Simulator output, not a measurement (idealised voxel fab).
This is a process module. Its name is voxel capacitor over wiring.
Each square cell in cross-section cut measures 5 nm, and the section as a whole is 230 nm wide.
Square cells in a grid make up a cross-section in this document, and the grid is given as bands, listed from the top down, each one or more rows of cells.
First you get the band's top height and its bottom height, in nm, and then the materials it's made of, left to right, with each width in nm. If you see a single material with "all across", that one covers the band edge to edge. "blank" is empty space.
Heights from 0 (as-received wafer is one material below). Bottom band endless downward, as "top 0, no bottom".
The expression "30 to 40" gives the width at the extremes of the band, the first number at its top row of cells and the second at its bottom row, with the width changing by equal amounts from each row to the next in between.
A step reported as "stayed the same" is a step in which no cell of the cross-section changed.
For the entry "Closed internal cavities", the listed items are empty spaces with no open way to the top whose size is 8 cells or more; each item follows the pattern width x height at distance, where distance is from the left edge and all three are in nm.
Anything after a step's settings on that line? It's the simulator's own note about the step.
When a step includes a mask, the "overlay nm" setting on its line states how far to the right of its planned place that mask lay, and negative values state how far to the left.

The following list gives the planned process steps
- 1: RECEIVE, material Si
- 2: CONFORMAL_DEP, material SiO2, thk nm 5
- 3: CONFORMAL_DEP, material SiN, thk nm 5
- 4: DIRECTIONAL_DEP, material SiO2, thk nm 25
- 5: DIRECTIONAL_DEP, material aC, thk nm 10
- 6: PATTERN, tone open, mask id METAL_1, material resist, width nm 20, pitch nm 90, thk nm 30, overlay nm 0
- 7: DIRECTIONAL_ETCH, etch materials aC, depth nm 10
- 8: STRIP, etch materials resist
- 9: DIRECTIONAL_ETCH, etch materials SiO2, depth nm 25
- 10: DIRECTIONAL_ETCH, etch materials SiN, depth nm 5
- 11: STRIP, etch materials aC
- 12: CONFORMAL_DEP, material TiN, thk nm 5
- 13: FILL_DEP, material Cu, thk nm 5
- 14: CMP, height nm 40
- 15: CONFORMAL_DEP, material SiCN, thk nm 5
- 16: DIRECTIONAL_DEP, material lowk, thk nm 20
- 17: DIRECTIONAL_DEP, material aC, thk nm 10
- 18: PATTERN, tone open, mask id PLUG_1, material resist, width nm 15, thk nm 25, overlay nm 0
- 19: DIRECTIONAL_ETCH, etch materials aC, depth nm 10
- 20: STRIP, etch materials resist
- 21: DIRECTIONAL_ETCH, etch materials lowk, depth nm 20
- 22: DIRECTIONAL_ETCH, etch materials SiCN, depth nm 5
- 23: STRIP, etch materials aC
- 24: CONFORMAL_DEP, material TiN, thk nm 5
- 25: FILL_DEP, material W, thk nm 10
- 26: CMP, height nm 65
- 27: DIRECTIONAL_DEP, material TiN, thk nm 10
- 28: DIRECTIONAL_DEP, material HfO2, thk nm 5
- 29: DIRECTIONAL_DEP, material TiN, thk nm 5
- 30: DIRECTIONAL_DEP, material aC, thk nm 15
- 31: PATTERN, tone cover, mask id UPPER_PLATE, material resist, width nm 75, thk nm 35, overlay nm 0
- 32: DIRECTIONAL_ETCH, etch materials aC, depth nm 15
- 33: STRIP, etch materials resist
- 34: DIRECTIONAL_ETCH, etch materials TiN, depth nm 5
- 35: DIRECTIONAL_ETCH, etch materials HfO2, depth nm 5
- 36: STRIP, etch materials aC
- 37: PATTERN, tone cover, mask id LOWER_PLATE, material resist, width nm 85, thk nm 20, overlay nm 0
- 38: DIRECTIONAL_ETCH, etch materials TiN, depth nm 10
- 39: STRIP, etch materials resist
- 40: FILL_DEP, material SiO2, thk nm 15
- 41: CMP, height nm 95
- 42: MASKED_ETCH, tone open, mask id PLUG_2, width nm 15, etch materials SiO2, depth nm 10, overlay nm 0
- 43: CONFORMAL_DEP, material TiN, thk nm 5
- 44: FILL_DEP, material W, thk nm 10
- 45: CMP, height nm 95
- 46: CONFORMAL_DEP, material SiN, thk nm 5
Split variable: thk nm, step 2. Plan value = first wafer. Wafers start alike.

Cross-section: the first of several wafers in its as-received state, i.e. following step 1
> top 0, no bottom: Si all across
> Closed internal cavities: none

Module end state after final step 46: cross-section of the first of several wafers
> top 100, bottom 95: SiN all across
> top 95, bottom 90: SiO2 75 nm, TiN 5 nm, W 5 nm, TiN 5 nm, SiO2 140 nm
> top 90, bottom 80: SiO2 75 to 65 nm, TiN 15 to 75 nm, SiO2 140 to 90 nm
> top 80, bottom 75: SiO2 65 nm, HfO2 75 nm, SiO2 90 nm
> top 75, bottom 65: SiO2 60 nm, TiN 85 nm, SiO2 85 nm
> top 65, bottom 45: lowk 65 nm, TiN 5 nm, W 5 nm, TiN 5 nm, lowk 150 nm
> top 45, bottom 40: SiCN 65 nm, TiN 15 nm, SiCN 150 nm
> top 40, bottom 35: TiN 65 nm, Cu 10 nm, TiN 80 nm, Cu 10 nm, TiN 65 nm
> top 35, bottom 10: SiO2 60 nm, TiN 5 nm, Cu 10 nm, TiN 5 nm, SiO2 70 nm, TiN 5 nm, Cu 10 nm, TiN 5 nm, SiO2 60 nm
> top 10, bottom 5: SiN 60 nm, TiN 20 nm, SiN 70 nm, TiN 20 nm, SiN 60 nm
> top 5, bottom 0: SiO2 all across
> top 0, no bottom: Si all across
> Closed internal cavities: none

Last-wafer cross-section at the end of the module
> top 100, bottom 95: SiN all across
> top 95, bottom 90: SiO2 75 nm, TiN 5 nm, W 5 nm, TiN 5 nm, SiO2 140 nm
> top 90, bottom 80: SiO2 75 to 65 nm, TiN 15 to 75 nm, SiO2 140 to 90 nm
> top 80, bottom 75: SiO2 65 nm, HfO2 75 nm, SiO2 90 nm
> top 75, bottom 65: SiO2 60 nm, TiN 85 nm, SiO2 85 nm
> top 65, bottom 45: lowk 65 nm, TiN 5 nm, W 5 nm, TiN 5 nm, lowk 150 nm
> top 45, bottom 40: SiCN 65 nm, TiN 15 nm, SiCN 150 nm
> top 40, bottom 30: SiO2 60 nm, TiN 5 nm, Cu 10 nm, TiN 5 nm, SiO2 70 nm, TiN 5 nm, Cu 10 nm, TiN 5 nm, SiO2 60 nm
> top 30, bottom 25: SiN 60 nm, TiN 20 nm, SiN 70 nm, TiN 20 nm, SiN 60 nm
> top 25, bottom 0: SiO2 all across
> top 0, no bottom: Si all across
> Closed internal cavities: none

Below: a row per wafer. Contents at end of module: for every material, cells gained since receipt (+) or lost since receipt (-); then closed voids
thk nm 5; +24 Cu; +15 HfO2; +43 SiCN; +84 SiN; +442 SiO2; +135 TiN; +5 W; +172 lowk; Closed internal cavities: none
thk nm 10; +20 Cu; +15 HfO2; +43 SiCN; +84 SiN; +488 SiO2; +93 TiN; +5 W; +172 lowk; Closed internal cavities: none
thk nm 15; +16 Cu; +15 HfO2; +43 SiCN; +84 SiN; +496 SiO2; +89 TiN; +5 W; +172 lowk; Closed internal cavities: none
thk nm 20; +12 Cu; +15 HfO2; +43 SiCN; +84 SiN; +504 SiO2; +85 TiN; +5 W; +172 lowk; Closed internal cavities: none
thk nm 25; +8 Cu; +15 HfO2; +43 SiCN; +84 SiN; +512 SiO2; +81 TiN; +5 W; +172 lowk; Closed internal cavities: none
